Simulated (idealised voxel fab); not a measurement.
process module | voxel self aligned vias
cross-section cut | 180 nm wide | cells 5 nm
A cross-section is a grid of square cells, given in bands from the top down. A band is one or more rows of cells.
Each band's line starts with the height of the band's top and of its bottom, in nm. Then come its materials from left to right, each with its width in nm. One material with "throughout" fills the band from edge to edge. "air" is empty space.
Height 0 is the level under which the wafer as received is all one material. The lowest band goes on downwards, as in "0 down".
A width such as "30 to 40" changes by the same amount from each row of cells to the next, from the band's top row to its bottom row.
"no change" after a step means that no cell of the cross-section changed.
closed voids: empty space of 8 cells or more with no open way to the top, each as width x height at its distance from the left edge, in nm
after a step's settings: what the simulator itself notes on the step
overlay nm, on a step with a mask: how far to the right of its planned place the mask lay; to the left if negative
plan
1 op RECEIVE | material Si
2 op CONFORMAL_DEP | material SiO2 | thk nm 10
3 op CONFORMAL_DEP | material SiCN | thk nm 5
4 op DIRECTIONAL_DEP | material lowk | thk nm 25
5 op MASKED_ETCH | tone open | mask id LINES | width nm 30 | pitch nm 75 | etch materials lowk | depth nm 25 | overlay nm 0
6 op CONFORMAL_DEP | material TiN | thk nm 5
7 op FILL_DEP | material Ru | thk nm 5
8 op CMP | height nm 40
9 op SELECTIVE_ETCH | etch materials W Ru TiN | depth nm 5
10 op FILL_DEP | material SiN | thk nm 5
11 op CMP | height nm 40
12 op DIRECTIONAL_DEP | material lowk | thk nm 20
13 op DIRECTIONAL_DEP | material aC | thk nm 15
14 op PATTERN | tone open | mask id VIAS | material resist | width nm 50 | pitch nm 75 | thk nm 30 | overlay nm 0
15 op DIRECTIONAL_ETCH | etch materials aC | depth nm 15
16 op STRIP | etch materials resist
17 op DIRECTIONAL_ETCH | etch materials lowk | depth nm 20
18 op DIRECTIONAL_ETCH | etch materials SiN | depth nm 5
19 op STRIP | etch materials aC
20 op CONFORMAL_DEP | material TiN | thk nm 5
21 op FILL_DEP | material Ru | thk nm 5
22 op CMP | height nm 60
23 op CONFORMAL_DEP | material SiN | thk nm 5
first wafer, as planned
as received, after step 1
  0 down: Si throughout
  closed voids: none
after step 2
  10 to 0: SiO2 throughout
  below 0: unchanged
after step 3
  15 to 10: SiCN throughout
  below 10: unchanged
after step 4
  40 to 15: lowk throughout
  below 15: unchanged
after step 5
  40 to 15: lowk 35 | air 30 | lowk 45 | air 30 | lowk 40
  below 15: unchanged
after step 6
  45 to 40: TiN 40 | air 20 | TiN 55 | air 20 | TiN 45
  40 to 20: lowk 35 | TiN 5 | air 20 | TiN 5 | lowk 45 | TiN 5 | air 20 | TiN 5 | lowk 40
  20 to 15: lowk 35 | TiN 30 | lowk 45 | TiN 30 | lowk 40
  below 15: unchanged
after step 7
  50 to 45: Ru throughout
  45 to 40: TiN 40 | Ru 20 | TiN 55 | Ru 20 | TiN 45
  40 to 20: lowk 35 | TiN 5 | Ru 20 | TiN 5 | lowk 45 | TiN 5 | Ru 20 | TiN 5 | lowk 40
  below 20: unchanged
after step 8
  40 to 20: lowk 35 | TiN 5 | Ru 20 | TiN 5 | lowk 45 | TiN 5 | Ru 20 | TiN 5 | lowk 40
  below 20: unchanged
after step 9
  40 to 35: lowk 35 | air 30 | lowk 45 | air 30 | lowk 40
  below 35: unchanged
after step 10
  45 to 40: SiN throughout
  40 to 35: lowk 35 | SiN 30 | lowk 45 | SiN 30 | lowk 40
  below 35: unchanged
after step 11
  40 to 35: lowk 35 | SiN 30 | lowk 45 | SiN 30 | lowk 40
  below 35: unchanged
after step 12
  60 to 40: lowk throughout
  below 40: unchanged
after step 13
  75 to 60: aC throughout
  below 60: unchanged
after step 14
  105 to 75: resist 25 | air 50 | resist 25 | air 50 | resist 30
  below 75: unchanged
after step 15
  90 to 75: resist 25 | air 50 | resist 25 | air 50 | resist 30
  75 to 60: aC 25 | air 50 | aC 25 | air 50 | aC 30
  below 60: unchanged
after step 16
  75 to 60: aC 25 | air 50 | aC 25 | air 50 | aC 30
  below 60: unchanged
after step 17
  75 to 60: aC 25 | air 50 | aC 25 | air 50 | aC 30
  60 to 40: lowk 25 | air 50 | lowk 25 | air 50 | lowk 30
  below 40: unchanged
after step 18
  75 to 60: aC 25 | air 50 | aC 25 | air 50 | aC 30
  60 to 40: lowk 25 | air 50 | lowk 25 | air 50 | lowk 30
  40 to 35: lowk 35 | air 30 | lowk 45 | air 30 | lowk 40
  below 35: unchanged
after step 19
  60 to 40: lowk 25 | air 50 | lowk 25 | air 50 | lowk 30
  below 40: unchanged
after step 20
  65 to 60: TiN 30 | air 40 | TiN 35 | air 40 | TiN 35
  60 to 45: lowk 25 | TiN 5 | air 40 | TiN 5 | lowk 25 | TiN 5 | air 40 | TiN 5 | lowk 30
  45 to 40: lowk 25 | TiN 15 | air 20 | TiN 15 | lowk 25 | TiN 15 | air 20 | TiN 15 | lowk 30
  40 to 35: lowk 35 | TiN 30 | lowk 45 | TiN 30 | lowk 40
  below 35: unchanged
after step 21
  70 to 65: Ru throughout
  65 to 60: TiN 30 | Ru 40 | TiN 35 | Ru 40 | TiN 35
  60 to 45: lowk 25 | TiN 5 | Ru 40 | TiN 5 | lowk 25 | TiN 5 | Ru 40 | TiN 5 | lowk 30
  45 to 40: lowk 25 | TiN 15 | Ru 20 | TiN 15 | lowk 25 | TiN 15 | Ru 20 | TiN 15 | lowk 30
  below 40: unchanged
after step 22
  60 to 45: lowk 25 | TiN 5 | Ru 40 | TiN 5 | lowk 25 | TiN 5 | Ru 40 | TiN 5 | lowk 30
  below 45: unchanged
after step 23
  65 to 60: SiN throughout
  below 60: unchanged
second wafer: like start, like plan, one mistake. Through step 22 it matches the first wafer
when step 23 should have ended
  65 to 60: SiO2 throughout
  below 60: unchanged
what went wrong: step 23 ran as: op CONFORMAL_DEP | material SiO2 | thk nm 5
at the end the second wafer has, in cells: 36 fewer of SiN | 36 more of SiO2
